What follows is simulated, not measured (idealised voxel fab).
process module | voxel self aligned vias
cross-section cut | 210 nm wide | cells 5 nm
A cross-section is a grid of square cells, given in bands from the top down. A band is one or more rows of cells.
Each band's line starts with the height of the band's top and of its bottom, in nm. Then come its materials from left to right, each with its width in nm. One material with "throughout" fills the band from edge to edge. "air" is empty space.
Height 0 is the level under which the wafer as received is all one material. The lowest band goes on downwards, as in "0 down".
A width such as "30 to 40" changes by the same amount from each row of cells to the next, from the band's top row to its bottom row.
"no change" after a step means that no cell of the cross-section changed.
closed voids: empty space of 8 cells or more with no open way to the top, each as width x height at its distance from the left edge, in nm
after a step's settings: what the simulator itself notes on the step
overlay nm, on a step with a mask: how far to the right of its planned place the mask lay; to the left if negative
plan
1 op RECEIVE | material Si
2 op CONFORMAL_DEP | material SiO2 | thk nm 10
3 op CONFORMAL_DEP | material SiCN | thk nm 5
4 op DIRECTIONAL_DEP | material lowk | thk nm 20
5 op PATTERN | tone open | mask id LINES | material resist | width nm 30 | pitch nm 55 | thk nm 15 | overlay nm 0
6 op DIRECTIONAL_ETCH | etch materials lowk | depth nm 20
7 op STRIP | etch materials resist
8 op CONFORMAL_DEP | material TiN | thk nm 5
9 op FILL_DEP | material Ru | thk nm 10
10 op CMP | height nm 35
11 op SELECTIVE_ETCH | etch materials W Ru TiN | depth nm 5
12 op FILL_DEP | material SiN | thk nm 5
13 op CMP | height nm 35
14 op DIRECTIONAL_DEP | material lowk | thk nm 20
15 op MASKED_ETCH | tone open | mask id VIAS | width nm 40 | etch materials lowk | depth nm 20 | overlay nm 0
16 op MASKED_ETCH | tone open | mask id VIAS | width nm 40 | etch materials SiN | depth nm 5 | overlay nm 0
17 op CONFORMAL_DEP | material TiN | thk nm 5
18 op FILL_DEP | material W | thk nm 10
19 op CMP | height nm 55
20 op CONFORMAL_DEP | material SiN | thk nm 5
as received, after step 1
  0 down: Si throughout
  closed voids: none
a wafer at the end: this start, this plan, one mistake
  60 to 55: SiN throughout
  55 to 40: lowk 55 | TiN 5 | W 30 | TiN 5 | lowk 115
  40 to 35: lowk 55 | TiN 10 | W 20 | TiN 10 | lowk 115
  35 to 30: lowk 60 | TiN 30 | lowk 25 | SiN 30 | lowk 65
  30 to 20: lowk 60 | TiN 5 | Ru 20 | TiN 5 | lowk 25 | TiN 5 | Ru 20 | TiN 5 | lowk 65
  20 to 15: lowk 60 | TiN 30 | lowk 25 | TiN 30 | lowk 65
  15 to 10: SiCN throughout
  10 to 0: lowk throughout
  0 down: Si throughout
  closed voids: none
what went wrong: step 2 ran as: op CONFORMAL_DEP | material lowk | thk nm 10
